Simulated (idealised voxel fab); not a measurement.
Herein follows the process module entitled voxel gate over fins.
This is section cut - it's 240 nm across, gridded in 5 nm square cells.
Notation: cross-section as square-cell grid; stated in bands, top first, going down; one or more cell rows per band.
Band entry format. Leading values: height of top, height of bottom, nm. Remainder: materials in left-to-right order, each with its width in nm. Special words: "everywhere" on a single material, which then fills the band edge to edge; "air", empty space.
Heights are reckoned from 0. Under this level, the received wafer is all of one material. The bottommost band is open-ended downward, for example "0 -> down".
Per-row width for "30->40": begins at first number (top row of band), ends at second number (bottom row), increment between rows held constant.
For the purposes of this document, the phrase "same as before" attached to a step denotes that no cell within the cross-section was modified by that step.
The label "closed voids" introduces a list of the empty spaces, 8 cells or larger, that have no open way up to the top; each entry in it reads width x height at distance, where the distance is taken from the left edge and all three are stated in nm.
after a step's settings: what the simulator itself notes on the step
"overlay nm", when on a step's line for a step with a mask, measures how far to the right of its planned place the mask lay; a negative measure means to the left.

The steps planned for the process are as follows
1 op RECEIVE | material Si
2 op CONFORMAL_DEP | material SiN | thk nm 5
3 op PATTERN | tone cover | mask id FINS | material resist | width nm 15 | pitch nm 60 | thk nm 20 | overlay nm 0
4 op DIRECTIONAL_ETCH | etch materials SiN | depth nm 5
5 op DIRECTIONAL_ETCH | etch materials Si | depth nm 35
6 op STRIP | etch materials resist
7 op OXIDIZE | depth nm 5
8 op FILL_DEP | material SiO2 | thk nm 15
9 op CMP | height nm 5
10 op MASKED_ETCH | tone open | mask id RAIL | width nm 15 | etch materials SiO2 | depth nm 35 | overlay nm 0
11 op CONFORMAL_DEP | material TiN | thk nm 5
12 op FILL_DEP | material W | thk nm 5
13 op CMP | height nm 5
14 op SELECTIVE_ETCH | etch materials W Ru TiN | depth nm 30
15 op FILL_DEP | material SiO2 | thk nm 5
16 op CMP | height nm 5
17 op SELECTIVE_ETCH | etch materials SiO2 | depth nm 20
18 op STRIP | etch materials SiN
19 op CONFORMAL_DEP | material HfO2 | thk nm 5
20 op CONFORMAL_DEP | material TiN | thk nm 5
21 op CONFORMAL_DEP | material TiAl | thk nm 5
22 op CONFORMAL_DEP | material TiN | thk nm 5
23 op FILL_DEP | material W | thk nm 15
24 op CMP | height nm 30
25 op CONFORMAL_DEP | material SiCN | thk nm 5

Incoming wafer, cross-sectional view, post step 1
  0 -> down = Si everywhere
  closed voids: none

As-planned run: cross-section of the first of two wafers at end of module
  35 -> 30 = SiCN everywhere
  30 -> 20 = W everywhere
  20 -> 15 = W: 65 | TiN: 45 | W: 15 | TiN: 45 | W: 70
  15 -> 10 = W: 65 | TiN: 5 | TiAl: 35 | TiN: 5 | W: 15 | TiN: 5 | TiAl: 35 | TiN: 5 | W: 70
  10 -> 5 = W: 65 | TiN: 5 | TiAl: 5 | TiN: 25 | TiAl: 5 | TiN: 5 | W: 15 | TiN: 5 | TiAl: 5 | TiN: 25 | TiAl: 5 | TiN: 5 | W: 70
  5 -> 0 = TiN: 70 | TiAl: 5 | TiN: 5 | HfO2: 15 | TiN: 5 | TiAl: 5 | TiN: 25 | TiAl: 5 | TiN: 5 | HfO2: 15 | TiN: 5 | TiAl: 5 | TiN: 75
  0 -> -5 = TiAl: 75 | TiN: 5 | HfO2: 5 | Si: 5 | HfO2: 5 | TiN: 5 | TiAl: 35 | TiN: 5 | HfO2: 5 | Si: 5 | HfO2: 5 | TiN: 5 | TiAl: 80
  -5 -> -10 = TiN: 80 | HfO2: 5 | Si: 5 | HfO2: 5 | TiN: 45 | HfO2: 5 | Si: 5 | HfO2: 5 | TiN: 85
  -10 -> -15 = HfO2: 85 | Si: 5 | HfO2: 55 | Si: 5 | HfO2: 90
  -15 -> -25 = SiO2: 85 | Si: 5 | SiO2: 55 | Si: 5 | SiO2: 90
  -25 -> -30 = SiO2: 85 | Si: 5 | SiO2: 20 | TiN: 15 | SiO2: 20 | Si: 5 | SiO2: 90
  -30 -> -40 = SiO2: 85 | Si: 5 | SiO2: 55 | Si: 5 | SiO2: 90
  -40 -> down = Si everywhere
  closed voids: none

Wafer two, end of module, cross-section. Same start, same plan as wafer one. One mistake in the run
  35 -> 30 = SiCN everywhere
  30 -> 25 = W everywhere
  25 -> 20 = W: 90 | TiN: 55 | W: 95
  20 -> 15 = W: 65 | TiN: 30 | TiAl: 45 | TiN: 30 | W: 70
  15 -> 10 = W: 65 | TiN: 5 | TiAl: 30 | TiN: 35 | TiAl: 30 | TiN: 5 | W: 70
  10 -> 5 = W: 65 | TiN: 5 | TiAl: 5 | TiN: 30 | HfO2: 25 | TiN: 30 | TiAl: 5 | TiN: 5 | W: 70
  5 -> 0 = TiN: 70 | TiAl: 5 | TiN: 5 | HfO2: 15 | TiN: 10 | HfO2: 5 | Ru: 15 | HfO2: 5 | TiN: 10 | HfO2: 15 | TiN: 5 | TiAl: 5 | TiN: 75
  0 -> -5 = TiAl: 75 | TiN: 5 | HfO2: 5 | Si: 5 | HfO2: 5 | TiN: 10 | HfO2: 5 | Ru: 15 | HfO2: 5 | TiN: 10 | HfO2: 5 | Si: 5 | HfO2: 5 | TiN: 5 | TiAl: 80
  -5 -> -10 = TiN: 80 | HfO2: 5 | Si: 5 | HfO2: 5 | TiN: 10 | HfO2: 5 | Ru: 15 | HfO2: 5 | TiN: 10 | HfO2: 5 | Si: 5 | HfO2: 5 | TiN: 85
  -10 -> -15 = HfO2: 85 | Si: 5 | HfO2: 20 | Ru: 15 | HfO2: 20 | Si: 5 | HfO2: 90
  -15 -> -25 = SiO2: 85 | Si: 5 | SiO2: 20 | Ru: 15 | SiO2: 20 | Si: 5 | SiO2: 90
  -25 -> -30 = SiO2: 85 | Si: 5 | SiO2: 20 | TiN: 15 | SiO2: 20 | Si: 5 | SiO2: 90
  -30 -> -40 = SiO2: 85 | Si: 5 | SiO2: 55 | Si: 5 | SiO2: 90
  -40 -> down = Si everywhere
  closed voids: none
Run error: step 15 changed vs plan, executed as op FILL_DEP | material Ru | thk nm 5
In the final state, the cell counts of the second wafer exceed or fall short of those of the first for the following materials: +8 HfO2 | +18 Ru | -6 SiO2 | -4 TiAl | +4 TiN | -20 W
